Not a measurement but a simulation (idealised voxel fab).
Process module, titled voxel spacer lines
In the cross-section labelled cut, the width is 245 nm and each square cell is 5 nm.
For the purposes of this document, a cross-section shall be understood as a grid of square cells, specified as bands listed in top-to-bottom order, each band consisting of one or more rows of cells. Heads up on the band format: heights come first, top then bottom, in nm. After that it's the materials left to right, each with its width in nm. A single material flagged "throughout" fills the whole band edge to edge, and "blank" means there's empty space there. Where do heights start? At 0: under that level the wafer as delivered is made of one material only. And the lowest band has no floor; it just carries on downward, as in "z 0 and below". Note: "30->40" means the width goes from the first number (top row of the band) to the second number (bottom row) in equal steps per row of cells. Key: "stayed the same" - step with no changed cell in the cross-section. "Entrapped voids" means: voids of 8 cells or more that are shut off from the top with no open way through. Written width x height at distance, distance from the left edge, in nm. That trailing text on a step's line, after the settings, is the simulator's own remark on the step. You can add "overlay nm" to a step's line. For a step with a mask, it describes how far the mask lay to the right of its planned position, and a negative number describes a lay to the left.

## So here's the lineup of process steps we planned
| 1 | RECEIVE,material Si |
| 2 | CONFORMAL_DEP,material Al2O3,thk nm 10 |
| 3 | DIRECTIONAL_DEP,material SiN,thk nm 20 |
| 4 | DIRECTIONAL_DEP,material aC,thk nm 20 |
| 5 | PATTERN,tone cover,mask id MANDREL,material resist,width nm 25,pitch nm 70,thk nm 30,overlay nm -15 |
| 6 | DIRECTIONAL_ETCH,etch materials aC,depth nm 20 |
| 7 | STRIP,etch materials resist |
| 8 | CONFORMAL_DEP,material SiO2,thk nm 10 |
| 9 | DIRECTIONAL_ETCH,etch materials SiO2,depth nm 10 |
| 10 | STRIP,etch materials aC |
| 11 | DIRECTIONAL_ETCH,etch materials SiN,depth nm 20 |
| 12 | STRIP,etch materials SiO2 |
Wafer-to-wafer difference: overlay nm, step 5. Common start. Plan = first wafer's value.

## As-received cross-section, first of several wafers, post step 1
> z 0 and below | Si throughout
> Entrapped voids: none

## Cross-sectional representation of the first of several wafers at the end of the module, i.e. after its terminal step, step 12
> z 30 to 10 | 50 blank, then 10 SiN, then 25 blank, then 10 SiN, then 25 blank, then 10 SiN, then 25 blank, then 10 SiN, then 80 blank
> z 10 to 0 | Al2O3 throughout
> z 0 and below | Si throughout
> Entrapped voids: none

## Last wafer, end of module, cross-section
> z 30 to 10 | 80 blank, then 10 SiN, then 25 blank, then 10 SiN, then 25 blank, then 10 SiN, then 25 blank, then 10 SiN, then 50 blank
> z 10 to 0 | Al2O3 throughout
> z 0 and below | Si throughout
> Entrapped voids: none

## Tabulated below, wafer by wafer, are the end-of-module results: for each material, the number of cells gained (+) or lost (-) relative to the as-received state, followed by the closed voids
overlay nm -15, +98 Al2O3, +32 SiN, Entrapped voids: none
overlay nm -10, +98 Al2O3, +32 SiN, Entrapped voids: none
overlay nm -5, +98 Al2O3, +32 SiN, Entrapped voids: none
overlay nm 0, +98 Al2O3, +32 SiN, Entrapped voids: none
overlay nm 5, +98 Al2O3, +32 SiN, Entrapped voids: none
overlay nm 10, +98 Al2O3, +32 SiN, Entrapped voids: none
overlay nm 15, +98 Al2O3, +32 SiN, Entrapped voids: none
